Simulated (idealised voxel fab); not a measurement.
process module | voxel wiring stack
cross-section cut | 290 nm wide | cells 5 nm
A cross-section is a grid of square cells, given in bands from the top down. A band is one or more rows of cells.
Each band's line starts with the height of the band's top and of its bottom, in nm. Then come its materials from left to right, each with its width in nm. One material with "throughout" fills the band from edge to edge. "air" is empty space.
Height 0 is the level under which the wafer as received is all one material. The lowest band goes on downwards, as in "0 down".
A width such as "30 to 40" changes by the same amount from each row of cells to the next, from the band's top row to its bottom row.
"no change" after a step means that no cell of the cross-section changed.
closed voids: empty space of 8 cells or more with no open way to the top, each as width x height at its distance from the left edge, in nm
after a step's settings: what the simulator itself notes on the step
overlay nm, on a step with a mask: how far to the right of its planned place the mask lay; to the left if negative
plan
1 op RECEIVE | material Si
2 op CONFORMAL_DEP | material SiO2 | thk nm 15
3 op CONFORMAL_DEP | material SiN | thk nm 5
4 op DIRECTIONAL_DEP | material SiO2 | thk nm 15
5 op PATTERN | tone open | mask id METAL_1 | material resist | width nm 20 | pitch nm 50 | thk nm 20 | overlay nm 0
6 op DIRECTIONAL_ETCH | etch materials SiO2 | depth nm 15
7 op DIRECTIONAL_ETCH | etch materials SiN | depth nm 5
8 op STRIP | etch materials resist
9 op CONFORMAL_DEP | material TiN | thk nm 5
10 op FILL_DEP | material Cu | thk nm 5
11 op CMP | height nm 35
12 op CONFORMAL_DEP | material SiCN | thk nm 5
13 op DIRECTIONAL_DEP | material SiO2 | thk nm 25
14 op DIRECTIONAL_DEP | material aC | thk nm 15
15 op PATTERN | tone open | mask id METAL_2_HOLES | material resist | width nm 15 | pitch nm 100 | thk nm 35 | overlay nm 0
16 op DIRECTIONAL_ETCH | etch materials aC | depth nm 15
17 op STRIP | etch materials resist
18 op DIRECTIONAL_ETCH | etch materials SiO2 | depth nm 25
19 op STRIP | etch materials aC
20 op PATTERN | tone open | mask id METAL_2 | material resist | width nm 20 | pitch nm 50 | thk nm 15 | overlay nm 0
21 op DIRECTIONAL_ETCH | etch materials SiO2 | depth nm 15
22 op DIRECTIONAL_ETCH | etch materials SiCN | depth nm 5
23 op STRIP | etch materials resist
24 op CONFORMAL_DEP | material TiN | thk nm 5
25 op FILL_DEP | material Ru | thk nm 10
26 op CMP | height nm 65
27 op CONFORMAL_DEP | material SiCN | thk nm 5
28 op DIRECTIONAL_DEP | material lowk | thk nm 30
29 op PATTERN | tone open | mask id METAL_3_HOLES | material resist | width nm 15 | pitch nm 100 | thk nm 20 | overlay nm 0
30 op DIRECTIONAL_ETCH | etch materials lowk | depth nm 30
31 op STRIP | etch materials resist
32 op MASKED_ETCH | tone open | mask id METAL_3 | width nm 20 | pitch nm 50 | etch materials lowk | depth nm 20 | overlay nm 0
33 op MASKED_ETCH | tone open | mask id METAL_3 | width nm 20 | pitch nm 50 | etch materials SiCN | depth nm 5 | overlay nm 0
34 op CONFORMAL_DEP | material TiN | thk nm 5
35 op FILL_DEP | material Ru | thk nm 10
36 op CMP | height nm 100
37 op CONFORMAL_DEP | material SiCN | thk nm 5
38 op DIRECTIONAL_DEP | material lowk | thk nm 10
39 op MASKED_ETCH | tone open | mask id PLUG_3 | width nm 15 | pitch nm 50 | etch materials lowk | depth nm 10 | overlay nm 0
40 op MASKED_ETCH | tone open | mask id PLUG_3 | width nm 15 | pitch nm 50 | etch materials SiCN | depth nm 5 | overlay nm 0
41 op EPI | material Ru | thk nm 10
42 op EPI | material Ru | thk nm 5
43 op CONFORMAL_DEP | material SiN | thk nm 5
44 op DIRECTIONAL_DEP | material lowk | thk nm 15
45 op DIRECTIONAL_DEP | material aC | thk nm 15
46 op PATTERN | tone open | mask id METAL_4 | material resist | width nm 20 | pitch nm 50 | thk nm 35 | overlay nm 0
47 op DIRECTIONAL_ETCH | etch materials aC | depth nm 15
48 op STRIP | etch materials resist
49 op DIRECTIONAL_ETCH | etch materials lowk | depth nm 15
50 op DIRECTIONAL_ETCH | etch materials SiN | depth nm 5
51 op STRIP | etch materials aC
52 op CONFORMAL_DEP | material TiN | thk nm 5
53 op FILL_DEP | material Ru | thk nm 5
54 op CMP | height nm 135
55 op EPI | material Ru | thk nm 5
56 op FILL_DEP | material SiCN | thk nm 5
as received, after step 1
  0 down: Si throughout
  closed voids: none
a wafer at the end: this start, this plan, one mistake
  140 to 135: air 80 | Ru 30 | air 20 | Ru 30 | air 20 | Ru 30 | air 80
  135 to 120: lowk 85 | TiN 5 | Ru 10 | TiN 5 | lowk 30 | TiN 5 | Ru 10 | TiN 5 | lowk 30 | TiN 5 | Ru 10 | TiN 5 | lowk 85
  120 to 115: SiN 85 | TiN 20 | SiN 30 | TiN 20 | SiN 30 | TiN 20 | SiN 85
  115 to 105: lowk 85 | Ru 15 | lowk 35 | Ru 15 | lowk 35 | Ru 15 | lowk 90
  105 to 100: SiCN 85 | Ru 15 | SiCN 35 | Ru 15 | SiCN 35 | Ru 15 | SiCN 90
  100 to 85: lowk 85 | TiN 5 | Ru 10 | TiN 5 | lowk 30 | TiN 5 | Ru 10 | TiN 5 | lowk 30 | TiN 5 | Ru 10 | TiN 5 | lowk 85
  85 to 80: lowk 85 | TiN 5 | Ru 5 | TiN 10 | lowk 30 | TiN 20 | lowk 30 | TiN 5 | Ru 5 | TiN 10 | lowk 85
  80 to 70: lowk 85 | TiN 5 | Ru 5 | TiN 5 | lowk 85 | TiN 5 | Ru 5 | TiN 5 | lowk 90
  70 to 65: SiCN 85 | TiN 15 | SiCN 85 | TiN 15 | SiCN 90
  65 to 55: SiO2 85 | TiN 5 | Ru 10 | TiN 5 | SiO2 30 | TiN 5 | Ru 10 | TiN 5 | SiO2 30 | TiN 5 | Ru 10 | TiN 5 | SiO2 85
  55 to 50: SiO2 85 | TiN 5 | Ru 5 | TiN 10 | SiO2 30 | TiN 20 | SiO2 30 | TiN 5 | Ru 5 | TiN 10 | SiO2 85
  50 to 40: SiO2 85 | TiN 5 | Ru 5 | TiN 5 | SiO2 85 | TiN 5 | Ru 5 | TiN 5 | SiO2 90
  40 to 35: SiCN 85 | TiN 15 | SiCN 85 | TiN 15 | SiCN 90
  35 to 20: SiO2 85 | TiN 5 | Cu 10 | TiN 5 | SiO2 30 | TiN 5 | Cu 10 | TiN 5 | SiO2 30 | TiN 5 | Cu 10 | TiN 5 | SiO2 85
  20 to 15: SiN 85 | TiN 20 | SiN 30 | TiN 20 | SiN 30 | TiN 20 | SiN 85
  15 to 0: SiO2 throughout
  0 down: Si throughout
  closed voids: none
what went wrong: step 56 was left out
